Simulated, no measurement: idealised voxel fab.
Documented hereafter: the process module known as voxel capacitor over wiring.
For reference, the cross-section in this document is cut, with width 235 nm and square cells of 5 nm.
Reading order for cross-sections: top band down to bottom band. Underlying form: a grid of square cells. Band size: one or more rows of cells.
Each band's line starts with the height of the band's top and of its bottom, in nm. Then come its materials from left to right, each with its width in nm. One material with "edge to edge" fills the band from edge to edge. "empty" is empty space.
All heights in this document are referenced to 0, defined as the level beneath which the wafer, as received, consists entirely of one material. The lowest band is not bounded below; it extends indefinitely downward and is written in the form "0 nm and below".
When a width is written as two numbers, as in "30 to 40", the first number is the width in the top row of cells of the band and the second is the width in its bottom row, and the width changes by the same amount from each row to the next.
Step note "remained the same" = no cross-section cell changed.
Enclosed voids (no open way to top), threshold 8 cells or more, entry "Closed voids list", notation width x height at distance, distance from left edge, nm.
Where a step's line continues beyond its settings, the continuation is a remark by the simulator itself on that step.
A step's line can hold "overlay nm"; with a mask on that step, the setting says how far right of the planned place the mask lay, while a negative setting says it lay to the left.

This section lists the process steps that were planned
- 1: RECEIVE (material Si)
- 2: CONFORMAL_DEP (material SiO2; thk nm 10)
- 3: DIRECTIONAL_DEP (material TiN; thk nm 5)
- 4: DIRECTIONAL_DEP (material Ru; thk nm 25)
- 5: MASKED_ETCH (tone cover; mask id METAL_1; width nm 30; pitch nm 95; etch materials Ru; depth nm 25; overlay nm 0)
- 6: MASKED_ETCH (tone cover; mask id METAL_1; width nm 30; pitch nm 95; etch materials TiN; depth nm 5; overlay nm 0)
- 7: CONFORMAL_DEP (material SiCN; thk nm 5)
- 8: FILL_DEP (material SiO2; thk nm 5)
- 9: CMP (height nm 40)
- 10: CONFORMAL_DEP (material SiCN; thk nm 5)
- 11: DIRECTIONAL_DEP (material SiO2; thk nm 20)
- 12: PATTERN (tone open; mask id PLUG_1; material resist; width nm 15; thk nm 20; overlay nm 0)
- 13: DIRECTIONAL_ETCH (etch materials SiO2; depth nm 20)
- 14: DIRECTIONAL_ETCH (etch materials SiCN; depth nm 5)
- 15: STRIP (etch materials resist)
- 16: CONFORMAL_DEP (material TiN; thk nm 5)
- 17: FILL_DEP (material W; thk nm 10)
- 18: CMP (height nm 65)
- 19: DIRECTIONAL_DEP (material TiN; thk nm 10)
- 20: DIRECTIONAL_DEP (material Al2O3; thk nm 5)
- 21: DIRECTIONAL_DEP (material TiN; thk nm 10)
- 22: MASKED_ETCH (tone cover; mask id UPPER_PLATE; width nm 70; etch materials TiN; depth nm 10; overlay nm 0)
- 23: MASKED_ETCH (tone cover; mask id UPPER_PLATE; width nm 60; etch materials Al2O3; depth nm 5; overlay nm 0)
- 24: MASKED_ETCH (tone cover; mask id LOWER_PLATE; width nm 80; etch materials TiN; depth nm 10; overlay nm 0)
- 25: FILL_DEP (material SiO2; thk nm 20)
- 26: CMP (height nm 105)
- 27: DIRECTIONAL_DEP (material aC; thk nm 10)
- 28: PATTERN (tone open; mask id PLUG_2; material resist; width nm 15; thk nm 30; overlay nm 0)
- 29: DIRECTIONAL_ETCH (etch materials aC; depth nm 10)
- 30: STRIP (etch materials resist)
- 31: DIRECTIONAL_ETCH (etch materials SiO2; depth nm 15)
- 32: STRIP (etch materials aC)
- 33: CONFORMAL_DEP (material TiN; thk nm 5)
- 34: FILL_DEP (material Ru; thk nm 5)
- 35: CMP (height nm 105)
- 36: CONFORMAL_DEP (material SiCN; thk nm 5)
Be aware that, although all wafers share a common starting state, the width nm at step 23 differs among them, and the plan displays the first wafer's value.

The first of several wafers, as received after step 1, seen in section
	0 nm and below  Si edge to edge
	Closed voids list: none

Basically each wafer gets a line in the table, showing it at the end of the module: material by material, the cells it gained (+) or lost (-) since we got it, then its closed voids
width nm 60, +14 Al2O3, +62 Ru, +146 SiCN, +718 SiO2, +90 TiN, +4 W, Closed voids list: none
width nm 65, +14 Al2O3, +62 Ru, +146 SiCN, +718 SiO2, +90 TiN, +4 W, Closed voids list: none
width nm 70, +14 Al2O3, +62 Ru, +146 SiCN, +718 SiO2, +90 TiN, +4 W, Closed voids list: none
width nm 75, +15 Al2O3, +62 Ru, +146 SiCN, +717 SiO2, +90 TiN, +4 W, Closed voids list: none
width nm 80, +16 Al2O3, +62 Ru, +146 SiCN, +716 SiO2, +90 TiN, +4 W, Closed voids list: none
width nm 85, +17 Al2O3, +62 Ru, +146 SiCN, +713 SiO2, +92 TiN, +4 W, Closed voids list: none
